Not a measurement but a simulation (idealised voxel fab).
The following process module bears the name voxel self aligned vias.
Xsec cut, 210 nm wide, square cell size 5 nm.
We lay out every cross-section as a grid of square cells and spell it out in bands from the top down, where one band means one or more rows of cells.
For a band, the entry starts with two heights in nm, that of the top and then that of the bottom, and carries on with the band's materials in order from left to right, each alongside its width in nm; the word "throughout" beside a single material means it fills the band edge to edge, and "empty" means empty space.
The level at which height equals 0 is the one under which the wafer, as it arrives, is entirely one material. No lower edge exists for the bottom band, which continues downward and is notated as in "top 0, no bottom".
A width such as "30 to 40" changes by the same amount from each row of cells to the next, from the band's top row to its bottom row.
Reading "nothing different" for a step: not a cell of the cross-section changed in it.
"Closed cavities": empty spaces of 8 cells or more with no open way to the top, each given as width x height at distance, distance from the left edge, all in nm.
Past the settings on a step's line: simulator remark, on that step.
A step line may carry the setting "overlay nm", which, for steps involving a mask, states the distance by which the mask lay to the right of its intended position; negative values denote displacement to the left.
[Steps in the process plan]
1,RECEIVE [material Si]
2,CONFORMAL_DEP [material SiO2] [thk nm 15]
3,CONFORMAL_DEP [material SiCN] [thk nm 5]
4,DIRECTIONAL_DEP [material SiO2] [thk nm 25]
5,PATTERN [tone open] [mask id LINES] [material resist] [width nm 20] [pitch nm 60] [thk nm 15] [overlay nm 0]
6,DIRECTIONAL_ETCH [etch materials SiO2] [depth nm 25]
7,STRIP [etch materials resist]
8,CONFORMAL_DEP [material TiN] [thk nm 5]
9,FILL_DEP [material Ru] [thk nm 5]
10,CMP [height nm 45]
11,SELECTIVE_ETCH [etch materials W Ru TiN] [depth nm 10]
12,FILL_DEP [material SiN] [thk nm 5]
13,CMP [height nm 45]
14,DIRECTIONAL_DEP [material SiO2] [thk nm 20]
15,DIRECTIONAL_DEP [material aC] [thk nm 10]
16,PATTERN [tone open] [mask id VIAS] [material resist] [width nm 30] [thk nm 30] [overlay nm 0]
17,DIRECTIONAL_ETCH [etch materials aC] [depth nm 10]
18,STRIP [etch materials resist]
19,DIRECTIONAL_ETCH [etch materials SiO2] [depth nm 20]
20,DIRECTIONAL_ETCH [etch materials SiN] [depth nm 10]
21,STRIP [etch materials aC]
22,CONFORMAL_DEP [material TiN] [thk nm 5]
23,FILL_DEP [material Cu] [thk nm 5]
24,CMP [height nm 65]
25,CONFORMAL_DEP [material SiCN] [thk nm 5]
[So, the first of our two wafers, run just as we planned it]
[Wafer at receipt (post step 1), cross-section]
	top 0, no bottom = Si throughout
	Closed cavities: none
[Take a look at the wafer's cross-section after step 2]
	top 15, bottom 0 = SiO2 throughout
	Nothing below the height 0 has changed.
[Take a look at the wafer's cross-section after step 3]
	top 20, bottom 15 = SiCN throughout
	Nothing below the height 15 has changed.
[Take a look at the wafer's cross-section after step 4]
	top 45, bottom 20 = SiO2 throughout
	Nothing below the height 20 has changed.
[Take a look at the wafer's cross-section after step 5]
	top 60, bottom 45 = resist 65 | empty 20 | resist 40 | empty 20 | resist 65
	Nothing below the height 45 has changed.
[Take a look at the wafer's cross-section after step 6]
	top 60, bottom 45 = resist 65 | empty 20 | resist 40 | empty 20 | resist 65
	top 45, bottom 20 = SiO2 65 | empty 20 | SiO2 40 | empty 20 | SiO2 65
	Nothing below the height 20 has changed.
[Take a look at the wafer's cross-section after step 7]
	top 45, bottom 20 = SiO2 65 | empty 20 | SiO2 40 | empty 20 | SiO2 65
	Nothing below the height 20 has changed.
[Take a look at the wafer's cross-section after step 8]
	top 50, bottom 45 = TiN 70 | empty 10 | TiN 50 | empty 10 | TiN 70
	top 45, bottom 25 = SiO2 65 | TiN 5 | empty 10 | TiN 5 | SiO2 40 | TiN 5 | empty 10 | TiN 5 | SiO2 65
	top 25, bottom 20 = SiO2 65 | TiN 20 | SiO2 40 | TiN 20 | SiO2 65
	Nothing below the height 20 has changed.
[Take a look at the wafer's cross-section after step 9]
	top 55, bottom 50 = Ru throughout
	top 50, bottom 45 = TiN 70 | Ru 10 | TiN 50 | Ru 10 | TiN 70
	top 45, bottom 25 = SiO2 65 | TiN 5 | Ru 10 | TiN 5 | SiO2 40 | TiN 5 | Ru 10 | TiN 5 | SiO2 65
	Nothing below the height 25 has changed.
[Take a look at the wafer's cross-section after step 10]
	top 45, bottom 25 = SiO2 65 | TiN 5 | Ru 10 | TiN 5 | SiO2 40 | TiN 5 | Ru 10 | TiN 5 | SiO2 65
	Nothing below the height 25 has changed.
[Take a look at the wafer's cross-section after step 11]
	top 45, bottom 35 = SiO2 65 | empty 20 | SiO2 40 | empty 20 | SiO2 65
	Nothing below the height 35 has changed.
[Take a look at the wafer's cross-section after step 12]
	top 50, bottom 45 = SiN throughout
	top 45, bottom 35 = SiO2 65 | SiN 20 | SiO2 40 | SiN 20 | SiO2 65
	Nothing below the height 35 has changed.
[Take a look at the wafer's cross-section after step 13]
	top 45, bottom 35 = SiO2 65 | SiN 20 | SiO2 40 | SiN 20 | SiO2 65
	Nothing below the height 35 has changed.
[Take a look at the wafer's cross-section after step 14]
	top 65, bottom 45 = SiO2 throughout
	Nothing below the height 45 has changed.
[Take a look at the wafer's cross-section after step 15]
	top 75, bottom 65 = aC throughout
	Nothing below the height 65 has changed.
[Take a look at the wafer's cross-section after step 16]
	top 105, bottom 75 = resist 60 | empty 30 | resist 120
	Nothing below the height 75 has changed.
[Take a look at the wafer's cross-section after step 17]
	top 95, bottom 75 = resist 60 | empty 30 | resist 120
	top 75, bottom 65 = aC 60 | empty 30 | aC 120
	Nothing below the height 65 has changed.
[Take a look at the wafer's cross-section after step 18]
	top 75, bottom 65 = aC 60 | empty 30 | aC 120
	Nothing below the height 65 has changed.
[Take a look at the wafer's cross-section after step 19]
	top 75, bottom 65 = aC 60 | empty 30 | aC 120
	top 65, bottom 45 = SiO2 60 | empty 30 | SiO2 120
	Nothing below the height 45 has changed.
[Take a look at the wafer's cross-section after step 20]
	top 75, bottom 65 = aC 60 | empty 30 | aC 120
	top 65, bottom 45 = SiO2 60 | empty 30 | SiO2 120
	top 45, bottom 35 = SiO2 65 | empty 20 | SiO2 40 | SiN 20 | SiO2 65
	Nothing below the height 35 has changed.
[Take a look at the wafer's cross-section after step 21]
	top 65, bottom 45 = SiO2 60 | empty 30 | SiO2 120
	Nothing below the height 45 has changed.
[Take a look at the wafer's cross-section after step 22]
	top 70, bottom 65 = TiN 65 | empty 20 | TiN 125
	top 65, bottom 50 = SiO2 60 | TiN 5 | empty 20 | TiN 5 | SiO2 120
	top 50, bottom 45 = SiO2 60 | TiN 10 | empty 10 | TiN 10 | SiO2 120
	top 45, bottom 40 = SiO2 65 | TiN 5 | empty 10 | TiN 5 | SiO2 40 | SiN 20 | SiO2 65
	top 40, bottom 35 = SiO2 65 | TiN 20 | SiO2 40 | SiN 20 | SiO2 65
	Nothing below the height 35 has changed.
[Take a look at the wafer's cross-section after step 23]
	top 75, bottom 70 = Cu throughout
	top 70, bottom 65 = TiN 65 | Cu 20 | TiN 125
	top 65, bottom 50 = SiO2 60 | TiN 5 | Cu 20 | TiN 5 | SiO2 120
	top 50, bottom 45 = SiO2 60 | TiN 10 | Cu 10 | TiN 10 | SiO2 120
	top 45, bottom 40 = SiO2 65 | TiN 5 | Cu 10 | TiN 5 | SiO2 40 | SiN 20 | SiO2 65
	Nothing below the height 40 has changed.
[Take a look at the wafer's cross-section after step 24]
	top 65, bottom 50 = SiO2 60 | TiN 5 | Cu 20 | TiN 5 | SiO2 120
	Nothing below the height 50 has changed.
[Take a look at the wafer's cross-section after step 25]
	top 70, bottom 65 = SiCN throughout
	Nothing below the height 65 has changed.
[Wafer two. Same start, same plan, one slip in execution. Same as wafer one through step 2, inclusive]
Second wafer at the planned finish of step 3, seen in cross-section: nothing different
[Second wafer at the planned finish of step 4, seen in cross-section]
	top 40, bottom 0 = SiO2 throughout
	Nothing below the height 0 has changed.
[Second wafer at the planned finish of step 5, seen in cross-section]
	top 55, bottom 40 = resist 65 | empty 20 | resist 40 | empty 20 | resist 65
	Nothing below the height 40 has changed.
[Second wafer at the planned finish of step 6, seen in cross-section]
	top 55, bottom 40 = resist 65 | empty 20 | resist 40 | empty 20 | resist 65
	top 40, bottom 15 = SiO2 65 | empty 20 | SiO2 40 | empty 20 | SiO2 65
	Nothing below the height 15 has changed.
[Second wafer at the planned finish of step 7, seen in cross-section]
	top 40, bottom 15 = SiO2 65 | empty 20 | SiO2 40 | empty 20 | SiO2 65
	Nothing below the height 15 has changed.
[Second wafer at the planned finish of step 8, seen in cross-section]
	top 45, bottom 40 = TiN 70 | empty 10 | TiN 50 | empty 10 | TiN 70
	top 40, bottom 20 = SiO2 65 | TiN 5 | empty 10 | TiN 5 | SiO2 40 | TiN 5 | empty 10 | TiN 5 | SiO2 65
	top 20, bottom 15 = SiO2 65 | TiN 20 | SiO2 40 | TiN 20 | SiO2 65
	Nothing below the height 15 has changed.
[Second wafer at the planned finish of step 9, seen in cross-section]
	top 50, bottom 45 = Ru throughout
	top 45, bottom 40 = TiN 70 | Ru 10 | TiN 50 | Ru 10 | TiN 70
	top 40, bottom 20 = SiO2 65 | TiN 5 | Ru 10 | TiN 5 | SiO2 40 | TiN 5 | Ru 10 | TiN 5 | SiO2 65
	Nothing below the height 20 has changed.
[Second wafer at the planned finish of step 10, seen in cross-section]
	top 45, bottom 40 = TiN 70 | Ru 10 | TiN 50 | Ru 10 | TiN 70
	Nothing below the height 40 has changed.
[Second wafer at the planned finish of step 11, seen in cross-section]
	top 40, bottom 35 = SiO2 65 | empty 20 | SiO2 40 | empty 20 | SiO2 65
	Nothing below the height 35 has changed.
[Second wafer at the planned finish of step 12, seen in cross-section]
	top 45, bottom 40 = SiN throughout
	top 40, bottom 35 = SiO2 65 | SiN 20 | SiO2 40 | SiN 20 | SiO2 65
	Nothing below the height 35 has changed.
Second wafer at the planned finish of step 13, seen in cross-section: nothing different
[Second wafer at the planned finish of step 14, seen in cross-section]
	top 65, bottom 45 = SiO2 throughout
	Nothing below the height 45 has changed.
[Second wafer at the planned finish of step 15, seen in cross-section]
	top 75, bottom 65 = aC throughout
	Nothing below the height 65 has changed.
[Second wafer at the planned finish of step 16, seen in cross-section]
	top 105, bottom 75 = resist 60 | empty 30 | resist 120
	Nothing below the height 75 has changed.
[Second wafer at the planned finish of step 17, seen in cross-section]
	top 95, bottom 75 = resist 60 | empty 30 | resist 120
	top 75, bottom 65 = aC 60 | empty 30 | aC 120
	Nothing below the height 65 has changed.
[Second wafer at the planned finish of step 18, seen in cross-section]
	top 75, bottom 65 = aC 60 | empty 30 | aC 120
	Nothing below the height 65 has changed.
[Second wafer at the planned finish of step 19, seen in cross-section]
	top 75, bottom 65 = aC 60 | empty 30 | aC 120
	top 65, bottom 45 = SiO2 60 | empty 30 | SiO2 120
	Nothing below the height 45 has changed.
[Second wafer at the planned finish of step 20, seen in cross-section]
	top 75, bottom 65 = aC 60 | empty 30 | aC 120
	top 65, bottom 45 = SiO2 60 | empty 30 | SiO2 120
	top 45, bottom 40 = SiN 60 | empty 30 | SiN 120
	top 40, bottom 35 = SiO2 65 | empty 20 | SiO2 40 | SiN 20 | SiO2 65
	Nothing below the height 35 has changed.
[Second wafer at the planned finish of step 21, seen in cross-section]
	top 65, bottom 45 = SiO2 60 | empty 30 | SiO2 120
	Nothing below the height 45 has changed.
[Second wafer at the planned finish of step 22, seen in cross-section]
	top 70, bottom 65 = TiN 65 | empty 20 | TiN 125
	top 65, bottom 45 = SiO2 60 | TiN 5 | empty 20 | TiN 5 | SiO2 120
	top 45, bottom 40 = SiN 60 | TiN 10 | empty 10 | TiN 10 | SiN 120
	top 40, bottom 35 = SiO2 65 | TiN 20 | SiO2 40 | SiN 20 | SiO2 65
	Nothing below the height 35 has changed.
[Second wafer at the planned finish of step 23, seen in cross-section]
	top 75, bottom 70 = Cu throughout
	top 70, bottom 65 = TiN 65 | Cu 20 | TiN 125
	top 65, bottom 45 = SiO2 60 | TiN 5 | Cu 20 | TiN 5 | SiO2 120
	top 45, bottom 40 = SiN 60 | TiN 10 | Cu 10 | TiN 10 | SiN 120
	Nothing below the height 40 has changed.
[Second wafer at the planned finish of step 24, seen in cross-section]
	top 65, bottom 45 = SiO2 60 | TiN 5 | Cu 20 | TiN 5 | SiO2 120
	Nothing below the height 45 has changed.
[Second wafer at the planned finish of step 25, seen in cross-section]
	top 70, bottom 65 = SiCN throughout
	Nothing below the height 65 has changed.
Plan not followed: no execution of plan step 3; skipped
Final difference in cells, second wafer against first, listed per material as more or fewer: Cu +2 | Ru +4 | SiCN -42 | SiN +32 | TiN +4
